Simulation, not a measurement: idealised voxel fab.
Process module in this document: voxel self aligned contacts
For reference, the cross-section in this document is cut, with width 290 nm and square cells of 5 nm.
Cross-sections here: square-cell grids, written as top-down lists of bands, a band being one or more rows of cells.
What a band's entry tells you: where the top is and where the bottom is, as heights in nm, and after that what lies inside, material by material from left to right, each with its width in nm. Empty space is written as the word "empty", and a single material marked with the word "throughout" occupies the band from edge to edge.
Height is counted from the level 0, under which the received wafer is composed throughout of one material. The lowest of the bands is not closed at the bottom but continues downward, in the notation "0 down".
Graded width ("30..40"): value in top row of band = first number; value in bottom row = second number; row-to-row change constant.
Where a step carries "no change", the cross-section came out of it unchanged, cell for cell.
Any empty space of 8 cells or more lacking an open way to the top shows up in "Enclosed internal cavities" as width x height at distance, distance from the left edge, in nm.
Past the settings on a step's line: simulator remark, on that step.
overlay nm: on a step with a mask, how far right of its planned place the mask lay; negative means left.

Process steps - plan
1. RECEIVE [material Si]
2. CONFORMAL_DEP [material SiO2] [thk nm 5]
3. DIRECTIONAL_DEP [material polySi] [thk nm 25]
4. DIRECTIONAL_DEP [material SiN] [thk nm 20]
5. DIRECTIONAL_DEP [material aC] [thk nm 10]
6. PATTERN [tone cover] [mask id GATE] [material resist] [width nm 35] [pitch nm 80] [thk nm 25] [overlay nm 0]
7. DIRECTIONAL_ETCH [etch materials aC] [depth nm 10]
8. STRIP [etch materials resist]
9. DIRECTIONAL_ETCH [etch materials SiN] [depth nm 20]
10. DIRECTIONAL_ETCH [etch materials polySi] [depth nm 25]
11. STRIP [etch materials aC]
12. CONFORMAL_DEP [material SiN] [thk nm 10]
13. DIRECTIONAL_ETCH [etch materials SiN] [depth nm 10]
14. FILL_DEP [material SiO2] [thk nm 15]
15. CMP [height nm 55]
16. MASKED_ETCH [tone open] [mask id CONTACT] [width nm 65] [pitch nm 80] [etch materials SiO2] [depth nm 55] [overlay nm 0]
17. CONFORMAL_DEP [material TiN] [thk nm 5]
18. FILL_DEP [material W] [thk nm 5]
19. CMP [height nm 55]
20. CONFORMAL_DEP [material SiN] [thk nm 5]

Wafer, first of two, run as planned

As received (post step 1): cross-section
    0 down | Si throughout
    Enclosed internal cavities: none

Sectional view: wafer, after step 2
    5 to 0 | SiO2 throughout
    Below 0 it's all the same as before, nothing changed down there.

Sectional view: wafer, after step 3
    30 to 5 | polySi throughout
    Below 5 it's all the same as before, nothing changed down there.

Sectional view: wafer, after step 4
    50 to 30 | SiN throughout
    Below 30 it's all the same as before, nothing changed down there.

Sectional view: wafer, after step 5
    60 to 50 | aC throughout
    Below 50 it's all the same as before, nothing changed down there.

Sectional view: wafer, after step 6
    85 to 60 | empty: 45 | resist: 35 | empty: 45 | resist: 35 | empty: 45 | resist: 35 | empty: 50
    Below 60 it's all the same as before, nothing changed down there.

Sectional view: wafer, after step 7
    75 to 60 | empty: 45 | resist: 35 | empty: 45 | resist: 35 | empty: 45 | resist: 35 | empty: 50
    60 to 50 | empty: 45 | aC: 35 | empty: 45 | aC: 35 | empty: 45 | aC: 35 | empty: 50
    Below 50 it's all the same as before, nothing changed down there.

Sectional view: wafer, after step 8
    60 to 50 | empty: 45 | aC: 35 | empty: 45 | aC: 35 | empty: 45 | aC: 35 | empty: 50
    Below 50 it's all the same as before, nothing changed down there.

Sectional view: wafer, after step 9
    60 to 50 | empty: 45 | aC: 35 | empty: 45 | aC: 35 | empty: 45 | aC: 35 | empty: 50
    50 to 30 | empty: 45 | SiN: 35 | empty: 45 | SiN: 35 | empty: 45 | SiN: 35 | empty: 50
    Below 30 it's all the same as before, nothing changed down there.

Sectional view: wafer, after step 10
    60 to 50 | empty: 45 | aC: 35 | empty: 45 | aC: 35 | empty: 45 | aC: 35 | empty: 50
    50 to 30 | empty: 45 | SiN: 35 | empty: 45 | SiN: 35 | empty: 45 | SiN: 35 | empty: 50
    30 to 5 | empty: 45 | polySi: 35 | empty: 45 | polySi: 35 | empty: 45 | polySi: 35 | empty: 50
    Below 5 it's all the same as before, nothing changed down there.

Sectional view: wafer, after step 11
    50 to 30 | empty: 45 | SiN: 35 | empty: 45 | SiN: 35 | empty: 45 | SiN: 35 | empty: 50
    Below 30 it's all the same as before, nothing changed down there.

Sectional view: wafer, after step 12
    60 to 30 | empty: 35 | SiN: 55 | empty: 25 | SiN: 55 | empty: 25 | SiN: 55 | empty: 40
    30 to 15 | empty: 35 | SiN: 10 | polySi: 35 | SiN: 10 | empty: 25 | SiN: 10 | polySi: 35 | SiN: 10 | empty: 25 | SiN: 10 | polySi: 35 | SiN: 10 | empty: 40
    15 to 5 | SiN: 45 | polySi: 35 | SiN: 45 | polySi: 35 | SiN: 45 | polySi: 35 | SiN: 50
    Below 5 it's all the same as before, nothing changed down there.

Sectional view: wafer, after step 13
    50 to 30 | empty: 35 | SiN: 55 | empty: 25 | SiN: 55 | empty: 25 | SiN: 55 | empty: 40
    30 to 5 | empty: 35 | SiN: 10 | polySi: 35 | SiN: 10 | empty: 25 | SiN: 10 | polySi: 35 | SiN: 10 | empty: 25 | SiN: 10 | polySi: 35 | SiN: 10 | empty: 40
    Below 5 it's all the same as before, nothing changed down there.

Sectional view: wafer, after step 14
    65 to 50 | SiO2 throughout
    50 to 30 | SiO2: 35 | SiN: 55 | SiO2: 25 | SiN: 55 | SiO2: 25 | SiN: 55 | SiO2: 40
    30 to 5 | SiO2: 35 | SiN: 10 | polySi: 35 | SiN: 10 | SiO2: 25 | SiN: 10 | polySi: 35 | SiN: 10 | SiO2: 25 | SiN: 10 | polySi: 35 | SiN: 10 | SiO2: 40
    Below 5 it's all the same as before, nothing changed down there.

Sectional view: wafer, after step 15
    55 to 50 | SiO2 throughout
    Below 50 it's all the same as before, nothing changed down there.

Sectional view: wafer, after step 16
    55 to 50 | SiO2: 70 | empty: 65 | SiO2: 15 | empty: 65 | SiO2: 75
    50 to 30 | SiO2: 35 | SiN: 55 | empty: 25 | SiN: 55 | empty: 25 | SiN: 55 | SiO2: 40
    30 to 5 | SiO2: 35 | SiN: 10 | polySi: 35 | SiN: 10 | empty: 25 | SiN: 10 | polySi: 35 | SiN: 10 | empty: 25 | SiN: 10 | polySi: 35 | SiN: 10 | SiO2: 40
    5 to 0 | SiO2: 90 | empty: 25 | SiO2: 55 | empty: 25 | SiO2: 95
    Below 0 it's all the same as before, nothing changed down there.

Sectional view: wafer, after step 17
    60 to 55 | TiN: 75 | empty: 55 | TiN: 25 | empty: 55 | TiN: 80
    55 to 50 | SiO2: 70 | TiN: 25 | empty: 15 | TiN: 25 | SiO2: 15 | TiN: 25 | empty: 15 | TiN: 25 | SiO2: 75
    50 to 30 | SiO2: 35 | SiN: 55 | TiN: 5 | empty: 15 | TiN: 5 | SiN: 55 | TiN: 5 | empty: 15 | TiN: 5 | SiN: 55 | SiO2: 40
    30 to 5 | SiO2: 35 | SiN: 10 | polySi: 35 | SiN: 10 | TiN: 5 | empty: 15 | TiN: 5 | SiN: 10 | polySi: 35 | SiN: 10 | TiN: 5 | empty: 15 | TiN: 5 | SiN: 10 | polySi: 35 | SiN: 10 | SiO2: 40
    5 to 0 | SiO2: 90 | TiN: 25 | SiO2: 55 | TiN: 25 | SiO2: 95
    Below 0 it's all the same as before, nothing changed down there.

Sectional view: wafer, after step 18
    65 to 60 | W throughout
    60 to 55 | TiN: 75 | W: 55 | TiN: 25 | W: 55 | TiN: 80
    55 to 50 | SiO2: 70 | TiN: 25 | W: 15 | TiN: 25 | SiO2: 15 | TiN: 25 | W: 15 | TiN: 25 | SiO2: 75
    50 to 30 | SiO2: 35 | SiN: 55 | TiN: 5 | W: 15 | TiN: 5 | SiN: 55 | TiN: 5 | W: 15 | TiN: 5 | SiN: 55 | SiO2: 40
    30 to 5 | SiO2: 35 | SiN: 10 | polySi: 35 | SiN: 10 | TiN: 5 | W: 15 | TiN: 5 | SiN: 10 | polySi: 35 | SiN: 10 | TiN: 5 | W: 15 | TiN: 5 | SiN: 10 | polySi: 35 | SiN: 10 | SiO2: 40
    Below 5 it's all the same as before, nothing changed down there.

Sectional view: wafer, after step 19
    55 to 50 | SiO2: 70 | TiN: 25 | W: 15 | TiN: 25 | SiO2: 15 | TiN: 25 | W: 15 | TiN: 25 | SiO2: 75
    Below 50 it's all the same as before, nothing changed down there.

Sectional view: wafer, after step 20
    60 to 55 | SiN throughout
    Below 55 it's all the same as before, nothing changed down there.

What follows concerns the second wafer, which started out like the first and was meant to follow the very same plan; one mistake crept in when it was run, but everything up to and including step 15 is the same as for the first wafer

Cross-section of the second wafer at the time by which step 16 should have been completed according to the plan
    55 to 50 | SiO2: 80 | empty: 65 | SiO2: 15 | empty: 65 | SiO2: 65
    50 to 30 | SiO2: 35 | SiN: 55 | empty: 25 | SiN: 55 | empty: 25 | SiN: 55 | SiO2: 40
    30 to 5 | SiO2: 35 | SiN: 10 | polySi: 35 | SiN: 10 | empty: 25 | SiN: 10 | polySi: 35 | SiN: 10 | empty: 25 | SiN: 10 | polySi: 35 | SiN: 10 | SiO2: 40
    5 to 0 | SiO2: 90 | empty: 25 | SiO2: 55 | empty: 25 | SiO2: 95
    Below 0 it's all the same as before, nothing changed down there.

Cross-section of the second wafer at the time by which step 17 should have been completed according to the plan
    60 to 55 | TiN: 85 | empty: 55 | TiN: 25 | empty: 55 | TiN: 70
    55 to 50 | SiO2: 80 | TiN: 15 | empty: 15 | TiN: 35 | SiO2: 15 | TiN: 15 | empty: 15 | TiN: 35 | SiO2: 65
    50 to 30 | SiO2: 35 | SiN: 55 | TiN: 5 | empty: 15 | TiN: 5 | SiN: 55 | TiN: 5 | empty: 15 | TiN: 5 | SiN: 55 | SiO2: 40
    30 to 5 | SiO2: 35 | SiN: 10 | polySi: 35 | SiN: 10 | TiN: 5 | empty: 15 | TiN: 5 | SiN: 10 | polySi: 35 | SiN: 10 | TiN: 5 | empty: 15 | TiN: 5 | SiN: 10 | polySi: 35 | SiN: 10 | SiO2: 40
    5 to 0 | SiO2: 90 | TiN: 25 | SiO2: 55 | TiN: 25 | SiO2: 95
    Below 0 it's all the same as before, nothing changed down there.

Cross-section of the second wafer at the time by which step 18 should have been completed according to the plan
    65 to 60 | W throughout
    60 to 55 | TiN: 85 | W: 55 | TiN: 25 | W: 55 | TiN: 70
    55 to 50 | SiO2: 80 | TiN: 15 | W: 15 | TiN: 35 | SiO2: 15 | TiN: 15 | W: 15 | TiN: 35 | SiO2: 65
    50 to 30 | SiO2: 35 | SiN: 55 | TiN: 5 | W: 15 | TiN: 5 | SiN: 55 | TiN: 5 | W: 15 | TiN: 5 | SiN: 55 | SiO2: 40
    30 to 5 | SiO2: 35 | SiN: 10 | polySi: 35 | SiN: 10 | TiN: 5 | W: 15 | TiN: 5 | SiN: 10 | polySi: 35 | SiN: 10 | TiN: 5 | W: 15 | TiN: 5 | SiN: 10 | polySi: 35 | SiN: 10 | SiO2: 40
    Below 5 it's all the same as before, nothing changed down there.

Cross-section of the second wafer at the time by which step 19 should have been completed according to the plan
    55 to 50 | SiO2: 80 | TiN: 15 | W: 15 | TiN: 35 | SiO2: 15 | TiN: 15 | W: 15 | TiN: 35 | SiO2: 65
    Below 50 it's all the same as before, nothing changed down there.

Cross-section of the second wafer at the time by which step 20 should have been completed according to the plan
    60 to 55 | SiN throughout
    Below 55 it's all the same as before, nothing changed down there.
Error vs. plan: step 16 was run on a setting that differed from the plan, and what really ran there is MASKED_ETCH [tone open] [mask id CONTACT] [width nm 65] [pitch nm 80] [etch materials SiO2] [depth nm 55] [overlay nm 10]
at the end the second wafer has, in cells: as many of each material as the first, in other places
